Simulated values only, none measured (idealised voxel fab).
The following process module bears the name voxel local oxidation.
The cross-section on display is named cut; it measures 265 nm wide, and its cells are 5 nm squares.
For the purposes of this document, a cross-section shall be understood as a grid of square cells, specified as bands listed in top-to-bottom order, each band consisting of one or more rows of cells. Heads up on the band format: heights come first, top then bottom, in nm. After that it's the materials left to right, each with its width in nm. A single material flagged "everywhere" fills the whole band edge to edge, and "air" means there's empty space there. It should be noted that heights are counted from 0, beneath which the wafer as supplied is of one material throughout, and that the lowest band possesses no lower boundary but continues downward, as written in "0..down". The expression "30->40" gives the width at the extremes of the band, the first number at its top row of cells and the second at its bottom row, with the width changing by equal amounts from each row to the next in between. "nothing different" means the step left every cell of the cross-section as it was. Enclosed voids (no open way to top), threshold 8 cells or more, entry "Closed void entries", notation width x height at distance, distance from left edge, nm. Step line, after settings: the simulator's comment on this step. Each step line may optionally specify "overlay nm", which for a step with a mask gives the rightward distance between the mask's planned place and where it lay, a negative value indicating the leftward direction.
Planned step list for the process:
1) RECEIVE with material Si
2) CONFORMAL_DEP with material SiO2, thk nm 5
3) CONFORMAL_DEP with material SiN, thk nm 15
4) MASKED_ETCH with tone cover, mask id ACTIVE, width nm 95, pitch nm 120, etch materials SiN, depth nm 15, overlay nm 0
5) SELECTIVE_ETCH with etch materials SiO2, depth nm 5
6) OXIDIZE with depth nm 10
7) STRIP with etch materials SiN
First of two wafers, with the run carried out as planned:
As-received wafer cross-section (after step 1):
0..down = Si everywhere
Closed void entries: none
Take a look at the wafer's cross-section after step 2:
5..0 = SiO2 everywhere
No changes below 0.
Take a look at the wafer's cross-section after step 3:
20..5 = SiN everywhere
No changes below 5.
Take a look at the wafer's cross-section after step 4:
20..5 = 25 nm air, then 95 nm SiN, then 25 nm air, then 95 nm SiN, then 25 nm air
No changes below 5.
Take a look at the wafer's cross-section after step 5:
20..5 = 25 nm air, then 95 nm SiN, then 25 nm air, then 95 nm SiN, then 25 nm air
5..0 = 30 nm air, then 85 nm SiO2, then 35 nm air, then 85 nm SiO2, then 30 nm air
No changes below 0.
Take a look at the wafer's cross-section after step 6:
20..5 = 25 nm air, then 95 nm SiN, then 25 nm air, then 95 nm SiN, then 25 nm air
5..0 = 30 nm air, then 85 nm SiO2, then 35 nm air, then 85 nm SiO2, then 30 nm air
0..-10 = 40 nm SiO2, then 65 nm Si, then 55 nm SiO2, then 65 nm Si, then 40 nm SiO2
No changes below -10.
Take a look at the wafer's cross-section after step 7:
5..0 = 30 nm air, then 85 nm SiO2, then 35 nm air, then 85 nm SiO2, then 30 nm air
No changes below 0.
The Second Wafer: Common Origin and Plan, One Mistake in Execution, Identical to the First Through Step 3:
Second wafer at the planned finish of step 4, seen in cross-section:
20..5 = 25 nm SiN, then 95 nm air, then 25 nm SiN, then 95 nm air, then 25 nm SiN
No changes below 5.
Second wafer at the planned finish of step 5, seen in cross-section:
20..5 = 25 nm SiN, then 95 nm air, then 25 nm SiN, then 95 nm air, then 25 nm SiN
5..0 = 20 nm SiO2, then 105 nm air, then 15 nm SiO2, then 105 nm air, then 20 nm SiO2
No changes below 0.
Second wafer at the planned finish of step 6, seen in cross-section:
20..5 = 25 nm SiN, then 95 nm air, then 25 nm SiN, then 95 nm air, then 25 nm SiN
5..0 = 20 nm SiO2, then 105 nm air, then 15 nm SiO2, then 105 nm air, then 20 nm SiO2
0..-10 = 10 nm Si, then 245 nm SiO2, then 10 nm Si
No changes below -10.
Second wafer at the planned finish of step 7, seen in cross-section:
5..0 = 20 nm SiO2, then 105 nm air, then 15 nm SiO2, then 105 nm air, then 20 nm SiO2
No changes below 0.
The plan and the run diverged here: step 4 went in with a setting other than planned; the actual run was MASKED_ETCH with tone open, mask id ACTIVE, width nm 95, pitch nm 120, etch materials SiN, depth nm 15, overlay nm 0
The second wafer ends with more or fewer cells of some materials than the first, per final count: -44 Si, +21 SiO2
